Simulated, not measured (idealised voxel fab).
process module | voxel double patterning
cross-section cut | 140 nm wide | cells 5 nm
A cross-section is a grid of square cells, given in bands from the top down. A band is one or more rows of cells.
Each band's line starts with the height of the band's top and of its bottom, in nm. Then come its materials from left to right, each with its width in nm. One material with "throughout" fills the band from edge to edge. "air" is empty space.
Height 0 is the level under which the wafer as received is all one material. The lowest band goes on downwards, as in "0 down".
A width such as "30 to 40" changes by the same amount from each row of cells to the next, from the band's top row to its bottom row.
"no change" after a step means that no cell of the cross-section changed.
closed voids: empty space of 8 cells or more with no open way to the top, each as width x height at its distance from the left edge, in nm
after a step's settings: what the simulator itself notes on the step
overlay nm, on a step with a mask: how far to the right of its planned place the mask lay; to the left if negative
plan
1 op RECEIVE | material Si
2 op CONFORMAL_DEP | material SiO2 | thk nm 5
3 op DIRECTIONAL_DEP | material W | thk nm 15
4 op DIRECTIONAL_DEP | material SiN | thk nm 5
5 op MASKED_ETCH | tone open | mask id FIRST | width nm 15 | pitch nm 50 | etch materials SiN | depth nm 5 | overlay nm 0
6 op MASKED_ETCH | tone open | mask id SECOND | width nm 15 | etch materials SiN | depth nm 5 | overlay nm 0
7 op DIRECTIONAL_ETCH | etch materials W | depth nm 15
8 op STRIP | etch materials SiN
first wafer, as planned
as received, after step 1
  0 down: Si throughout
  closed voids: none
after step 2
  5 to 0: SiO2 throughout
  below 0: unchanged
after step 3
  20 to 5: W throughout
  below 5: unchanged
after step 4
  25 to 20: SiN throughout
  below 20: unchanged
after step 5
  25 to 20: SiN 35 | air 15 | SiN 35 | air 15 | SiN 40
  below 20: unchanged
after step 6
  25 to 20: SiN 35 | air 15 | SiN 10 | air 15 | SiN 10 | air 15 | SiN 40
  below 20: unchanged
after step 7
  25 to 20: SiN 35 | air 15 | SiN 10 | air 15 | SiN 10 | air 15 | SiN 40
  20 to 5: W 35 | air 15 | W 10 | air 15 | W 10 | air 15 | W 40
  below 5: unchanged
after step 8
  20 to 5: W 35 | air 15 | W 10 | air 15 | W 10 | air 15 | W 40
  below 5: unchanged
second wafer: like start, like plan, one mistake. Through step 7 it matches the first wafer
when step 8 should have ended: no change
what went wrong: step 8 was left out
at the end the second wafer has, in cells: 19 more of SiN
